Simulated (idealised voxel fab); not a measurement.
This is a process module. Its name is voxel self aligned vias.
Section shown: cut. Width: 185 nm. Cell size: 5 nm, square.
A cross-section is a grid of square cells, given in bands from the top down. A band is one or more rows of cells. Top, bottom (nm), then materials left to right with widths (nm); lone material tagged "everywhere" fills the whole band edge to edge; "empty" = empty space. Below 0: as-received wafer, all one material; heights counted from there. Lowest band: no bottom, goes on down, written "top 0, no bottom". The notation "30..40" denotes a width that varies across the rows of cells in the band, beginning at the first number in the top row, finishing at the second number in the bottom row, and changing by an identical amount from each row to the next. Where the words "remained the same" appear for a step, the cross-section shows no cell changed by that step; every cell remained as before. Enclosed cavities: empty space of 8 cells or more with no open way to the top, each as width x height at its distance from the left edge, in nm. Past the settings on a step's line: simulator remark, on that step. On any step carrying a mask, the "overlay nm" setting, if present on the step's line, tells how far right of its planned place the mask lay; negative values point to the left. Everything after this point is organized in pairs: a cross-section before one process step, a cross-section after it that shows only as deep as the lowest changed band, and, under the pair, the intervening step with its settings. Because different runs of this module on the same starting wafer can supply different pairs, a pair continues from the pair above it only if its entry headed "State before step" says so.
State before step
    top 45, bottom 15 = 40 of SiO2  30 of empty  40 of SiO2  30 of empty  45 of SiO2
    top 15, bottom 10 = SiCN everywhere
    top 10, bottom 0 = SiO2 everywhere
    top 0, no bottom = Si everywhere
    Enclosed cavities: none
Resulting Structure
    top 50, bottom 45 = 45 of TiN  20 of empty  50 of TiN  20 of empty  50 of TiN
    top 45, bottom 20 = 40 of SiO2  5 of TiN  20 of empty  5 of TiN  40 of SiO2  5 of TiN  20 of empty  5 of TiN  45 of SiO2
    top 20, bottom 15 = 40 of SiO2  30 of TiN  40 of SiO2  30 of TiN  45 of SiO2
    Everything under 15 stays put, no change at all.
    Enclosed cavities: none
Between the two cross-sections above, the process step reads CONFORMAL_DEP, material TiN, thk nm 5
State before step: Please consult the pair immediately above; the cross-section it shows after its step is the state before this step.
Resulting Structure
    top 60, bottom 50 = W everywhere
    top 50, bottom 45 = 45 of TiN  20 of W  50 of TiN  20 of W  50 of TiN
    top 45, bottom 20 = 40 of SiO2  5 of TiN  20 of W  5 of TiN  40 of SiO2  5 of TiN  20 of W  5 of TiN  45 of SiO2
    Everything under 20 stays put, no change at all.
    Enclosed cavities: none
Between the two cross-sections above, the process step reads FILL_DEP, material W, thk nm 10
State before step: Please consult the pair immediately above; the cross-section it shows after its step is the state before this step.
Resulting Structure
    top 45, bottom 20 = 40 of SiO2  5 of TiN  20 of W  5 of TiN  40 of SiO2  5 of TiN  20 of W  5 of TiN  45 of SiO2
    Everything under 20 stays put, no change at all.
    Enclosed cavities: none
Between the two cross-sections above, the process step reads CMP, height nm 45
State before step: Please consult the pair immediately above; the cross-section it shows after its step is the state before this step.
Resulting Structure
    top 45, bottom 35 = 40 of SiO2  30 of empty  40 of SiO2  30 of empty  45 of SiO2
    Everything under 35 stays put, no change at all.
    Enclosed cavities: none
Between the two cross-sections above, the process step reads SELECTIVE_ETCH, etch materials W Ru TiN, depth nm 10
State before step: Please consult the pair immediately above; the cross-section it shows after its step is the state before this step.
Resulting Structure
    top 55, bottom 45 = SiN everywhere
    top 45, bottom 35 = 40 of SiO2  30 of SiN  40 of SiO2  30 of SiN  45 of SiO2
    Everything under 35 stays put, no change at all.
    Enclosed cavities: none
Between the two cross-sections above, the process step reads FILL_DEP, material SiN, thk nm 10
State before step: Please consult the pair immediately above; the cross-section it shows after its step is the state before this step.
Resulting Structure
    top 45, bottom 35 = 40 of SiO2  30 of SiN  40 of SiO2  30 of SiN  45 of SiO2
    Everything under 35 stays put, no change at all.
    Enclosed cavities: none
Between the two cross-sections above, the process step reads CMP, height nm 45
State before step: Please consult the pair immediately above; the cross-section it shows after its step is the state before this step.
Resulting Structure
    top 65, bottom 45 = SiO2 everywhere
    Everything under 45 stays put, no change at all.
    Enclosed cavities: none
Between the two cross-sections above, the process step reads DIRECTIONAL_DEP, material SiO2, thk nm 20
State before step: Please consult the pair immediately above; the cross-section it shows after its step is the state before this step.
Resulting Structure
    top 65, bottom 45 = 35 of SiO2  40 of empty  30 of SiO2  40 of empty  40 of SiO2
    Everything under 45 stays put, no change at all.
    Enclosed cavities: none
Between the two cross-sections above, the process step reads MASKED_ETCH, tone open, mask id VIAS, width nm 40, pitch nm 70, etch materials SiO2, depth nm 20, overlay nm 0
State before step: Please consult the pair immediately above; the cross-section it shows after its step is the state before this step.
Resulting Structure
    top 65, bottom 45 = 35 of SiO2  40 of empty  30 of SiO2  40 of empty  40 of SiO2
    top 45, bottom 35 = 40 of SiO2  30 of empty  40 of SiO2  30 of empty  45 of SiO2
    Everything under 35 stays put, no change at all.
    Enclosed cavities: none
Between the two cross-sections above, the process step reads MASKED_ETCH, tone open, mask id VIAS, width nm 40, pitch nm 70, etch materials SiN, depth nm 10, overlay nm 0
State before step: Please consult the pair immediately above; the cross-section it shows after its step is the state before this step.
Resulting Structure
    top 70, bottom 65 = 40 of TiN  30 of empty  40 of TiN  30 of empty  45 of TiN
    top 65, bottom 50 = 35 of SiO2  5 of TiN  30 of empty  5 of TiN  30 of SiO2  5 of TiN  30 of empty  5 of TiN  40 of SiO2
    top 50, bottom 40 = 35..40 of SiO2  10..5 of TiN  20 of empty  10..5 of TiN  30..40 of SiO2  10..5 of TiN  20 of empty  10..5 of TiN  40..45 of SiO2
    top 40, bottom 35 = 40 of SiO2  30 of TiN  40 of SiO2  30 of TiN  45 of SiO2
    Everything under 35 stays put, no change at all.
    Enclosed cavities: none
Between the two cross-sections above, the process step reads CONFORMAL_DEP, material TiN, thk nm 5
State before step: Please consult the pair immediately above; the cross-section it shows after its step is the state before this step.
Resulting Structure
    top 80, bottom 70 = Cu everywhere
    top 70, bottom 65 = 40 of TiN  30 of Cu  40 of TiN  30 of Cu  45 of TiN
    top 65, bottom 50 = 35 of SiO2  5 of TiN  30 of Cu  5 of TiN  30 of SiO2  5 of TiN  30 of Cu  5 of TiN  40 of SiO2
    top 50, bottom 40 = 35..40 of SiO2  10..5 of TiN  20 of Cu  10..5 of TiN  30..40 of SiO2  10..5 of TiN  20 of Cu  10..5 of TiN  40..45 of SiO2
    Everything under 40 stays put, no change at all.
    Enclosed cavities: none
Between the two cross-sections above, the process step reads FILL_DEP, material Cu, thk nm 10
State before step: Please consult the pair immediately above; the cross-section it shows after its step is the state before this step.
Resulting Structure
    top 65, bottom 50 = 35 of SiO2  5 of TiN  30 of Cu  5 of TiN  30 of SiO2  5 of TiN  30 of Cu  5 of TiN  40 of SiO2
    Everything under 50 stays put, no change at all.
    Enclosed cavities: none
Between the two cross-sections above, the process step reads CMP, height nm 65
State before step: Please consult the pair immediately above; the cross-section it shows after its step is the state before this step.
Resulting Structure
    top 70, bottom 65 = SiCN everywhere
    Everything under 65 stays put, no change at all.
    Enclosed cavities: none
Between the two cross-sections above, the process step reads CONFORMAL_DEP, material SiCN, thk nm 5
State before step
    top 55, bottom 45 = aC everywhere
    top 45, bottom 15 = SiO2 everywhere
    top 15, bottom 10 = SiCN everywhere
    top 10, bottom 0 = SiO2 everywhere
    top 0, no bottom = Si everywhere
    Enclosed cavities: none
Resulting Structure
    top 85, bottom 55 = 55 of resist  20 of empty  50 of resist  20 of empty  40 of resist
    Everything under 55 stays put, no change at all.
    Enclosed cavities: none
Between the two cross-sections above, the process step reads PATTERN, tone open, mask id LINES, material resist, width nm 20, pitch nm 70, thk nm 30, overlay nm 10
State before step: Please consult the pair immediately above; the cross-section it shows after its step is the state before this step.
Resulting Structure
    top 75, bottom 55 = 55 of resist  20 of empty  50 of resist  20 of empty  40 of resist
    top 55, bottom 45 = 55 of aC  20 of empty  50 of aC  20 of empty  40 of aC
    Everything under 45 stays put, no change at all.
    Enclosed cavities: none
Between the two cross-sections above, the process step reads DIRECTIONAL_ETCH, etch materials aC, depth nm 10
State before step: Please consult the pair immediately above; the cross-section it shows after its step is the state before this step.
Resulting Structure
    top 55, bottom 45 = 55 of aC  20 of empty  50 of aC  20 of empty  40 of aC
    Everything under 45 stays put, no change at all.
    Enclosed cavities: none
Between the two cross-sections above, the process step reads STRIP, etch materials resist
State before step: Please consult the pair immediately above; the cross-section it shows after its step is the state before this step.
Resulting Structure
    top 55, bottom 45 = 55 of aC  20 of empty  50 of aC  20 of empty  40 of aC
    top 45, bottom 15 = 55 of SiO2  20 of empty  50 of SiO2  20 of empty  40 of SiO2
    Everything under 15 stays put, no change at all.
    Enclosed cavities: none
Between the two cross-sections above, the process step reads DIRECTIONAL_ETCH, etch materials SiO2, depth nm 30
State before step: Please consult the pair immediately above; the cross-section it shows after its step is the state before this step.
Resulting Structure
    top 45, bottom 15 = 55 of SiO2  20 of empty  50 of SiO2  20 of empty  40 of SiO2
    Everything under 15 stays put, no change at all.
    Enclosed cavities: none
Between the two cross-sections above, the process step reads STRIP, etch materials aC
State before step: Please consult the pair immediately above; the cross-section it shows after its step is the state before this step.
Resulting Structure
    top 50, bottom 45 = 60 of TiN  10 of empty  60 of TiN  10 of empty  45 of TiN
    top 45, bottom 20 = 55 of SiO2  5 of TiN  10 of empty  5 of TiN  50 of SiO2  5 of TiN  10 of empty  5 of TiN  40 of SiO2
    top 20, bottom 15 = 55 of SiO2  20 of TiN  50 of SiO2  20 of TiN  40 of SiO2
    Everything under 15 stays put, no change at all.
    Enclosed cavities: none
Between the two cross-sections above, the process step reads CONFORMAL_DEP, material TiN, thk nm 5
State before step: Please consult the pair immediately above; the cross-section it shows after its step is the state before this step.
Resulting Structure
    top 60, bottom 50 = W everywhere
    top 50, bottom 45 = 60 of TiN  10 of W  60 of TiN  10 of W  45 of TiN
    top 45, bottom 20 = 55 of SiO2  5 of TiN  10 of W  5 of TiN  50 of SiO2  5 of TiN  10 of W  5 of TiN  40 of SiO2
    Everything under 20 stays put, no change at all.
    Enclosed cavities: none
Between the two cross-sections above, the process step reads FILL_DEP, material W, thk nm 10
State before step: Please consult the pair immediately above; the cross-section it shows after its step is the state before this step.
Resulting Structure
    top 45, bottom 20 = 55 of SiO2  5 of TiN  10 of W  5 of TiN  50 of SiO2  5 of TiN  10 of W  5 of TiN  40 of SiO2
    Everything under 20 stays put, no change at all.
    Enclosed cavities: none
Between the two cross-sections above, the process step reads CMP, height nm 45
State before step: Please consult the pair immediately above; the cross-section it shows after its step is the state before this step.
Resulting Structure
    top 45, bottom 35 = 55 of SiO2  20 of empty  50 of SiO2  20 of empty  40 of SiO2
    Everything under 35 stays put, no change at all.
    Enclosed cavities: none
Between the two cross-sections above, the process step reads SELECTIVE_ETCH, etch materials W Ru TiN, depth nm 10
State before step: Please consult the pair immediately above; the cross-section it shows after its step is the state before this step.
Resulting Structure
    top 55, bottom 45 = SiN everywhere
    top 45, bottom 35 = 55 of SiO2  20 of SiN  50 of SiO2  20 of SiN  40 of SiO2
    Everything under 35 stays put, no change at all.
    Enclosed cavities: none
Between the two cross-sections above, the process step reads FILL_DEP, material SiN, thk nm 10
State before step: Please consult the pair immediately above; the cross-section it shows after its step is the state before this step.
Resulting Structure
    top 45, bottom 35 = 55 of SiO2  20 of SiN  50 of SiO2  20 of SiN  40 of SiO2
    Everything under 35 stays put, no change at all.
    Enclosed cavities: none
Between the two cross-sections above, the process step reads CMP, height nm 45
State before step: Please consult the pair immediately above; the cross-section it shows after its step is the state before this step.
Resulting Structure
    top 65, bottom 45 = SiO2 everywhere
    Everything under 45 stays put, no change at all.
    Enclosed cavities: none
Between the two cross-sections above, the process step reads DIRECTIONAL_DEP, material SiO2, thk nm 20
State before step: Please consult the pair immediately above; the cross-section it shows after its step is the state before this step.
Resulting Structure
    top 65, bottom 45 = 35 of SiO2  40 of empty  30 of SiO2  40 of empty  40 of SiO2
    Everything under 45 stays put, no change at all.
    Enclosed cavities: none
Between the two cross-sections above, the process step reads MASKED_ETCH, tone open, mask id VIAS, width nm 40, pitch nm 70, etch materials SiO2, depth nm 20, overlay nm 0
State before step: Please consult the pair immediately above; the cross-section it shows after its step is the state before this step.
Resulting Structure
    top 65, bottom 45 = 35 of SiO2  40 of empty  30 of SiO2  40 of empty  40 of SiO2
    top 45, bottom 35 = 55 of SiO2  20 of empty  50 of SiO2  20 of empty  40 of SiO2
    Everything under 35 stays put, no change at all.
    Enclosed cavities: none
Between the two cross-sections above, the process step reads MASKED_ETCH, tone open, mask id VIAS, width nm 40, pitch nm 70, etch materials SiN, depth nm 10, overlay nm 0
State before step: Please consult the pair immediately above; the cross-section it shows after its step is the state before this step.
Resulting Structure
    top 70, bottom 65 = 40 of TiN  30 of empty  40 of TiN  30 of empty  45 of TiN
    top 65, bottom 50 = 35 of SiO2  5 of TiN  30 of empty  5 of TiN  30 of SiO2  5 of TiN  30 of empty  5 of TiN  40 of SiO2
    top 50, bottom 40 = 35..55 of SiO2  25..5 of TiN  10 of empty  5 of TiN  30..50 of SiO2  25..5 of TiN  10 of empty  5 of TiN  40 of SiO2
    top 40, bottom 35 = 55 of SiO2  20 of TiN  50 of SiO2  20 of TiN  40 of SiO2
    Everything under 35 stays put, no change at all.
    Enclosed cavities: none
Between the two cross-sections above, the process step reads CONFORMAL_DEP, material TiN, thk nm 5
State before step: Please consult the pair immediately above; the cross-section it shows after its step is the state before this step.
Resulting Structure
    top 80, bottom 70 = Cu everywhere
    top 70, bottom 65 = 40 of TiN  30 of Cu  40 of TiN  30 of Cu  45 of TiN
    top 65, bottom 50 = 35 of SiO2  5 of TiN  30 of Cu  5 of TiN  30 of SiO2  5 of TiN  30 of Cu  5 of TiN  40 of SiO2
    top 50, bottom 40 = 35..55 of SiO2  25..5 of TiN  10 of Cu  5 of TiN  30..50 of SiO2  25..5 of TiN  10 of Cu  5 of TiN  40 of SiO2
    Everything under 40 stays put, no change at all.
    Enclosed cavities: none
Between the two cross-sections above, the process step reads FILL_DEP, material Cu, thk nm 10
State before step: Please consult the pair immediately above; the cross-section it shows after its step is the state before this step.
Resulting Structure
    top 65, bottom 50 = 35 of SiO2  5 of TiN  30 of Cu  5 of TiN  30 of SiO2  5 of TiN  30 of Cu  5 of TiN  40 of SiO2
    Everything under 50 stays put, no change at all.
    Enclosed cavities: none
Between the two cross-sections above, the process step reads CMP, height nm 65
State before step: Please consult the pair immediately above; the cross-section it shows after its step is the state before this step.
Resulting Structure
    top 70, bottom 65 = SiCN everywhere
    Everything under 65 stays put, no change at all.
    Enclosed cavities: none
Between the two cross-sections above, the process step reads CONFORMAL_DEP, material SiCN, thk nm 5
State before step
    top 70, bottom 65 = 40 of TiN  30 of empty  40 of TiN  30 of empty  45 of TiN
    top 65, bottom 50 = 35 of SiO2  5 of TiN  30 of empty  5 of TiN  30 of SiO2  5 of TiN  30 of empty  5 of TiN  40 of SiO2
    top 50, bottom 40 = 35..45 of SiO2  15..5 of TiN  10 of empty  15..5 of TiN  30..50 of SiO2  15..5 of TiN  10 of empty  15..5 of TiN  40..50 of SiO2
    top 40, bottom 35 = 45 of SiO2  20 of TiN  50 of SiO2  20 of TiN  50 of SiO2
    top 35, bottom 20 = 45 of SiO2  5 of TiN  10 of W  5 of TiN  50 of SiO2  5 of TiN  10 of W  5 of TiN  50 of SiO2
    top 20, bottom 15 = 45 of SiO2  20 of TiN  50 of SiO2  20 of TiN  50 of SiO2
    top 15, bottom 10 = SiCN everywhere
    top 10, bottom 0 = SiO2 everywhere
    top 0, no bottom = Si everywhere
    Enclosed cavities: none
Resulting Structure
    top 80, bottom 65 = TiN everywhere
    top 65, bottom 45 = 35 of SiO2  40 of TiN  30 of SiO2  40 of TiN  40 of SiO2
    top 45, bottom 35 = 45 of SiO2  20 of TiN  50 of SiO2  20 of TiN  50 of SiO2
    Everything under 35 stays put, no change at all.
    Enclosed cavities: none
Between the two cross-sections above, the process step reads FILL_DEP, material TiN, thk nm 10
State before step: Please consult the pair immediately above; the cross-section it shows after its step is the state before this step.
Resulting Structure
    top 65, bottom 45 = 35 of SiO2  40 of TiN  30 of SiO2  40 of TiN  40 of SiO2
    Everything under 45 stays put, no change at all.
    Enclosed cavities: none
Between the two cross-sections above, the process step reads CMP, height nm 65
State before step: Please consult the pair immediately above; the cross-section it shows after its step is the state before this step.
Resulting Structure
    top 70, bottom 65 = SiCN everywhere
    Everything under 65 stays put, no change at all.
    Enclosed cavities: none
Between the two cross-sections above, the process step reads CONFORMAL_DEP, material SiCN, thk nm 5
State before step
    top 65, bottom 45 = SiO2 everywhere
    top 45, bottom 35 = 45 of SiO2  20 of SiN  50 of SiO2  20 of SiN  50 of SiO2
    top 35, bottom 20 = 45 of SiO2  5 of TiN  10 of W  5 of TiN  50 of SiO2  5 of TiN  10 of W  5 of TiN  50 of SiO2
    top 20, bottom 15 = 45 of SiO2  20 of TiN  50 of SiO2  20 of TiN  50 of SiO2
    top 15, bottom 10 = SiCN everywhere
    top 10, bottom 0 = SiO2 everywhere
    top 0, no bottom = Si everywhere
    Enclosed cavities: none
Resulting Structure
    top 65, bottom 45 = 35 of empty  40 of SiO2  30 of empty  40 of SiO2  40 of empty
    Everything under 45 stays put, no change at all.
    Enclosed cavities: none
Between the two cross-sections above, the process step reads MASKED_ETCH, tone cover, mask id VIAS, width nm 40, pitch nm 70, etch materials SiO2, depth nm 20, overlay nm 0
State before step: Please consult the pair immediately above; the cross-section it shows after its step is the state before this step.
Resulting Structure
    top 70, bottom 65 = 30 of empty  50 of TiN  20 of empty  50 of TiN  35 of empty
    top 65, bottom 50 = 30 of empty  5 of TiN  40 of SiO2  5 of TiN  20 of empty  5 of TiN  40 of SiO2  5 of TiN  35 of empty
    top 50, bottom 45 = 35 of TiN  40 of SiO2  30 of TiN  40 of SiO2  40 of TiN
    Everything under 45 stays put, no change at all.
    Enclosed cavities: none
Between the two cross-sections above, the process step reads CONFORMAL_DEP, material TiN, thk nm 5
State before step: Please consult the pair immediately above; the cross-section it shows after its step is the state before this step.
Resulting Structure
    top 80, bottom 70 = Cu everywhere
    top 70, bottom 65 = 30 of Cu  50 of TiN  20 of Cu  50 of TiN  35 of Cu
    top 65, bottom 50 = 30 of Cu  5 of TiN  40 of SiO2  5 of TiN  20 of Cu  5 of TiN  40 of SiO2  5 of TiN  35 of Cu
    Everything under 50 stays put, no change at all.
    Enclosed cavities: none
Between the two cross-sections above, the process step reads FILL_DEP, material Cu, thk nm 10
State before step: Please consult the pair immediately above; the cross-section it shows after its step is the state before this step.
Resulting Structure
    top 65, bottom 50 = 30 of Cu  5 of TiN  40 of SiO2  5 of TiN  20 of Cu  5 of TiN  40 of SiO2  5 of TiN  35 of Cu
    Everything under 50 stays put, no change at all.
    Enclosed cavities: none
Between the two cross-sections above, the process step reads CMP, height nm 65
State before step: Please consult the pair immediately above; the cross-section it shows after its step is the state before this step.
Resulting Structure
    top 70, bottom 65 = SiCN everywhere
    Everything under 65 stays put, no change at all.
    Enclosed cavities: none
Between the two cross-sections above, the process step reads CONFORMAL_DEP, material SiCN, thk nm 5
